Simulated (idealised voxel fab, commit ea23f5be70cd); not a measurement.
Herein follows the process module entitled voxel fin reveal.
It is cross-section cut that appears here, measuring 230 nm in width, its square cells being 5 nm in size.
We lay out every cross-section as a grid of square cells and spell it out in bands from the top down, where one band means one or more rows of cells.
Look at the band entry: it leads with the top's height and the bottom's height in nm. Then it lists the materials left to right, with a width in nm for each. The word "everywhere" on a single material says that material fills the band edge to edge. The word "air" is empty space.
Beneath 0, the wafer as received is one material, and that level is where height counting begins. The lowest band goes on downward without a bottom; it is written like "from 0 down".
The width entry "30..40" should be interpreted row by row: the top row of cells in the band takes the first number, the bottom row takes the second number, and the change between adjacent rows is uniform throughout.
"no modifications" after a step means that no cell of the cross-section changed.
"Closed void inventory" means: voids of 8 cells or more that are shut off from the top with no open way through. Written width x height at distance, distance from the left edge, in nm.
Text after the settings on a step's line: the simulator's own remark on that step.
On any step carrying a mask, the "overlay nm" setting, if present on the step's line, tells how far right of its planned place the mask lay; negative values point to the left.
The steps planned for the process are as follows
- 1: RECEIVE: material Si
- 2: CONFORMAL_DEP: material SiN, thk nm 10
- 3: MASKED_ETCH: tone cover, mask id FINS, width nm 15, pitch nm 45, etch materials SiN, depth nm 10, overlay nm 0
- 4: MASKED_ETCH: tone cover, mask id FINS, width nm 15, pitch nm 45, etch materials Si, depth nm 35, overlay nm 0
- 5: OXIDIZE: depth nm 5
- 6: FILL_DEP: material SiO2, thk nm 15
- 7: CMP: height nm 10
- 8: SELECTIVE_ETCH: etch materials SiO2, depth nm 25
- 9: STRIP: etch materials SiN
- 10: CONFORMAL_DEP: material SiO2, thk nm 5
As received (post step 1): cross-section
	from 0 down: Si everywhere
	Closed void inventory: none
Cross-section, first of two wafers, end of module, run as planned
	from 5 to 0: air 85 nm / SiO2 15 nm / air 30 nm / SiO2 15 nm / air 85 nm
	from 0 to -10: air 85 nm / SiO2 5 nm / Si 5 nm / SiO2 5 nm / air 30 nm / SiO2 5 nm / Si 5 nm / SiO2 5 nm / air 85 nm
	from -10 to -40: SiO2 90 nm / Si 5 nm / SiO2 40 nm / Si 5 nm / SiO2 90 nm
	from -40 down: Si everywhere
	Closed void inventory: none
So this is wafer number two of the two, cut at the end of the module - it started where the first did and had the same plan, we just got one thing wrong running it
	from 5 to 0: air 85 nm / SiO2 15 nm / air 30 nm / SiO2 15 nm / air 85 nm
	from 0 to -10: air 80 nm / SiO2 10..5 nm / Si 5..15 nm / SiO2 10..5 nm / air 20 nm / SiO2 10..5 nm / Si 5..15 nm / SiO2 10..5 nm / air 80 nm
	from -10 to -40: SiO2 85 nm / Si 15 nm / SiO2 30 nm / Si 15 nm / SiO2 85 nm
	from -40 down: Si everywhere
	Closed void inventory: none
What was done differently from what was planned? step 4: run off-plan, actual operation and settings MASKED_ETCH: tone cover, mask id FINS, width nm 25, pitch nm 45, etch materials Si, depth nm 35, overlay nm 0
Wafer comparison, final, in cells, second relative to first, materials more or fewer: 28 more of Si; 20 fewer of SiO2
